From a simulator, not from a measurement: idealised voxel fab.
process module | voxel capacitor over wiring
cross-section cut | 200 nm wide | cells 5 nm
A cross-section is a grid of square cells, given in bands from the top down. A band is one or more rows of cells.
Each band's line starts with the height of the band's top and of its bottom, in nm. Then come its materials from left to right, each with its width in nm. One material with "throughout" fills the band from edge to edge. "air" is empty space.
Height 0 is the level under which the wafer as received is all one material. The lowest band goes on downwards, as in "0 down".
A width such as "30 to 40" changes by the same amount from each row of cells to the next, from the band's top row to its bottom row.
"no change" after a step means that no cell of the cross-section changed.
closed voids: empty space of 8 cells or more with no open way to the top, each as width x height at its distance from the left edge, in nm
after a step's settings: what the simulator itself notes on the step
overlay nm, on a step with a mask: how far to the right of its planned place the mask lay; to the left if negative
plan
1 op RECEIVE | material Si
2 op CONFORMAL_DEP | material SiO2 | thk nm 10
3 op DIRECTIONAL_DEP | material TiN | thk nm 5
4 op DIRECTIONAL_DEP | material W | thk nm 25
5 op MASKED_ETCH | tone cover | mask id METAL_1 | width nm 25 | pitch nm 95 | etch materials W | depth nm 25 | overlay nm 0
6 op MASKED_ETCH | tone cover | mask id METAL_1 | width nm 25 | pitch nm 95 | etch materials TiN | depth nm 5 | overlay nm 0
7 op FILL_DEP | material SiO2 | thk nm 5
8 op CMP | height nm 40
9 op CONFORMAL_DEP | material SiCN | thk nm 5
10 op DIRECTIONAL_DEP | material SiO2 | thk nm 20
11 op MASKED_ETCH | tone open | mask id PLUG_1 | width nm 15 | etch materials SiO2 | depth nm 20 | overlay nm 0
12 op MASKED_ETCH | tone open | mask id PLUG_1 | width nm 15 | etch materials SiCN | depth nm 5 | overlay nm 0
13 op EPI | material Ru | thk nm 10
14 op EPI | material Ru | thk nm 10
15 op EPI | material Ru | thk nm 5
16 op DIRECTIONAL_DEP | material TiN | thk nm 5
17 op DIRECTIONAL_DEP | material HfO2 | thk nm 5
18 op DIRECTIONAL_DEP | material TiN | thk nm 10
19 op PATTERN | tone cover | mask id UPPER_PLATE | material resist | width nm 75 | thk nm 20 | overlay nm 0
20 op DIRECTIONAL_ETCH | etch materials TiN | depth nm 10
21 op DIRECTIONAL_ETCH | etch materials HfO2 | depth nm 5
22 op STRIP | etch materials resist
23 op DIRECTIONAL_DEP | material aC | thk nm 10
24 op PATTERN | tone cover | mask id LOWER_PLATE | material resist | width nm 85 | thk nm 30 | overlay nm 0
25 op DIRECTIONAL_ETCH | etch materials aC | depth nm 10
26 op STRIP | etch materials resist
27 op DIRECTIONAL_ETCH | etch materials TiN | depth nm 5
28 op STRIP | etch materials aC
29 op FILL_DEP | material SiO2 | thk nm 20
30 op CMP | height nm 100
31 op DIRECTIONAL_DEP | material aC | thk nm 10
32 op PATTERN | tone open | mask id PLUG_2 | material resist | width nm 15 | thk nm 30 | overlay nm 0
33 op DIRECTIONAL_ETCH | etch materials aC | depth nm 10
34 op STRIP | etch materials resist
35 op DIRECTIONAL_ETCH | etch materials SiO2 | depth nm 15
36 op STRIP | etch materials aC
37 op CONFORMAL_DEP | material TiN | thk nm 5
38 op FILL_DEP | material Ru | thk nm 5
39 op CMP | height nm 100
40 op CONFORMAL_DEP | material SiN | thk nm 5
as received, after step 1
  0 down: Si throughout
  closed voids: none
first wafer at the end, as planned
  105 to 100: SiN throughout
  100 to 90: SiO2 60 | TiN 5 | Ru 5 | TiN 5 | SiO2 125
  90 to 85: SiO2 60 | TiN 15 | SiO2 125
  85 to 75: SiO2 50 | TiN 75 | SiO2 75
  75 to 70: SiO2 50 | HfO2 75 | SiO2 75
  70 to 65: SiO2 45 | TiN 85 | SiO2 70
  65 to 45: SiO2 50 | Ru 15 | SiO2 135
  45 to 40: SiCN 50 | Ru 15 | SiCN 135
  40 to 15: SiO2 40 | W 25 | SiO2 70 | W 25 | SiO2 40
  15 to 10: SiO2 40 | TiN 25 | SiO2 70 | TiN 25 | SiO2 40
  10 to 0: SiO2 throughout
  0 down: Si throughout
  closed voids: none
second wafer at the end: like start, like plan, one mistake
  105 to 100: SiN throughout
  100 to 90: SiO2 60 | TiN 5 | Ru 5 | TiN 5 | SiO2 125
  90 to 85: SiO2 60 | TiN 15 | SiO2 125
  85 to 80: SiO2 45 | TiN 5 | SiO2 75 | TiN 5 | SiO2 70
  80 to 75: TiN 50 | SiO2 75 | TiN 75
  75 to 70: HfO2 50 | SiO2 75 | HfO2 75
  70 to 65: TiN throughout
  65 to 45: SiO2 50 | Ru 15 | SiO2 135
  45 to 40: SiCN 50 | Ru 15 | SiCN 135
  40 to 15: SiO2 40 | W 25 | SiO2 70 | W 25 | SiO2 40
  15 to 10: SiO2 40 | TiN 25 | SiO2 70 | TiN 25 | SiO2 40
  10 to 0: SiO2 throughout
  0 down: Si throughout
  closed voids: none
what went wrong: step 19 ran as: op PATTERN | tone open | mask id UPPER_PLATE | material resist | width nm 75 | thk nm 20 | overlay nm 0
at the end the second wafer has, in cells: 10 more of HfO2 | 30 fewer of SiO2 | 20 more of TiN
